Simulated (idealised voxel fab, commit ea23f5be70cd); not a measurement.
Presented below is a process module, voxel capacitor over wiring.
Cross-section cut: width 255 nm, square cells of 5 nm.
How to read a cross-section here: the picture is a grid of square cells, written as bands going from the top down, and any band can span one or more rows of cells.
Basically the band line says how high the top is and how high the bottom is, in nm, and then what's in it from left to right, every material with its width in nm. Empty space shows up as "empty", and if a single material carries "edge to edge" it runs the full band edge to edge.
Height 0 is the level under which the wafer as received is all one material. The lowest band goes on downwards, as in "from 0 down".
The width entry "30->40" should be interpreted row by row: the top row of cells in the band takes the first number, the bottom row takes the second number, and the change between adjacent rows is uniform throughout.
"nothing changed" after a step means that no cell of the cross-section changed.
Under "Enclosed void listing" you'll find the enclosed gaps, the ones with no way out to the top, that are 8 cells or bigger; each reads width x height at distance, with distance counted from the left edge, everything in nm.
Anything after a step's settings on that line? It's the simulator's own note about the step.
A step line may carry the setting "overlay nm", which, for steps involving a mask, states the distance by which the mask lay to the right of its intended position; negative values denote displacement to the left.
## Process steps foreseen in the plan
1: op RECEIVE | material Si
2: op CONFORMAL_DEP | material SiO2 | thk nm 10
3: op DIRECTIONAL_DEP | material TiN | thk nm 5
4: op DIRECTIONAL_DEP | material W | thk nm 25
5: op MASKED_ETCH | tone cover | mask id METAL_1 | width nm 25 | pitch nm 80 | etch materials W | depth nm 25 | overlay nm 0
6: op MASKED_ETCH | tone cover | mask id METAL_1 | width nm 25 | pitch nm 80 | etch materials TiN | depth nm 5 | overlay nm 0
7: op CONFORMAL_DEP | material SiCN | thk nm 5
8: op FILL_DEP | material lowk | thk nm 10
9: op CMP | height nm 40
10: op CONFORMAL_DEP | material SiCN | thk nm 5
11: op DIRECTIONAL_DEP | material lowk | thk nm 15
12: op PATTERN | tone open | mask id PLUG_1 | material resist | width nm 15 | thk nm 20 | overlay nm 0
13: op DIRECTIONAL_ETCH | etch materials lowk | depth nm 15
14: op DIRECTIONAL_ETCH | etch materials SiCN | depth nm 5
15: op STRIP | etch materials resist
16: op CONFORMAL_DEP | material TiN | thk nm 5
17: op FILL_DEP | material Cu | thk nm 10
18: op CMP | height nm 60
19: op DIRECTIONAL_DEP | material TiN | thk nm 5
20: op DIRECTIONAL_DEP | material HfO2 | thk nm 5
21: op DIRECTIONAL_DEP | material TiN | thk nm 5
22: op MASKED_ETCH | tone cover | mask id UPPER_PLATE | width nm 60 | etch materials TiN | depth nm 5 | overlay nm 0
23: op MASKED_ETCH | tone cover | mask id UPPER_PLATE | width nm 60 | etch materials HfO2 | depth nm 5 | overlay nm 0
24: op MASKED_ETCH | tone cover | mask id LOWER_PLATE | width nm 70 | etch materials TiN | depth nm 5 | overlay nm 0
25: op FILL_DEP | material SiO2 | thk nm 15
26: op CMP | height nm 85
27: op MASKED_ETCH | tone open | mask id PLUG_2 | width nm 15 | etch materials SiO2 | depth nm 10 | overlay nm 0
28: op CONFORMAL_DEP | material TiN | thk nm 5
29: op FILL_DEP | material W | thk nm 10
30: op CMP | height nm 85
31: op CONFORMAL_DEP | material SiCN | thk nm 5
## Cross-section of the wafer as it came to us, i.e., already through step 1
> from 0 down | Si edge to edge
> Enclosed void listing: none
## Wafer cross-section at end of module: start and plan as shown above, one execution error
> from 90 to 85 | SiCN edge to edge
> from 85 to 80 | SiO2 95; TiN 5; W 5; TiN 5; SiO2 145
> from 80 to 70 | SiO2 95->85; TiN 15->60; SiO2 145->110
> from 70 to 65 | SiO2 85; HfO2 60; SiO2 110
> from 65 to 60 | SiO2 80; TiN 70; SiO2 105
> from 60 to 55 | SiCN 85; TiN 15; SiCN 155
> from 55 to 40 | lowk edge to edge
> from 40 to 15 | lowk 70; SiCN 5; W 25; SiCN 5; lowk 45; SiCN 5; W 25; SiCN 5; lowk 70
> from 15 to 10 | SiCN 75; TiN 25; SiCN 55; TiN 25; SiCN 75
> from 10 to 0 | SiO2 edge to edge
> from 0 down | Si edge to edge
> Enclosed void listing: none
Misprocessing identified: the run placed steps 10 and 11 each in the position the plan gave to the other
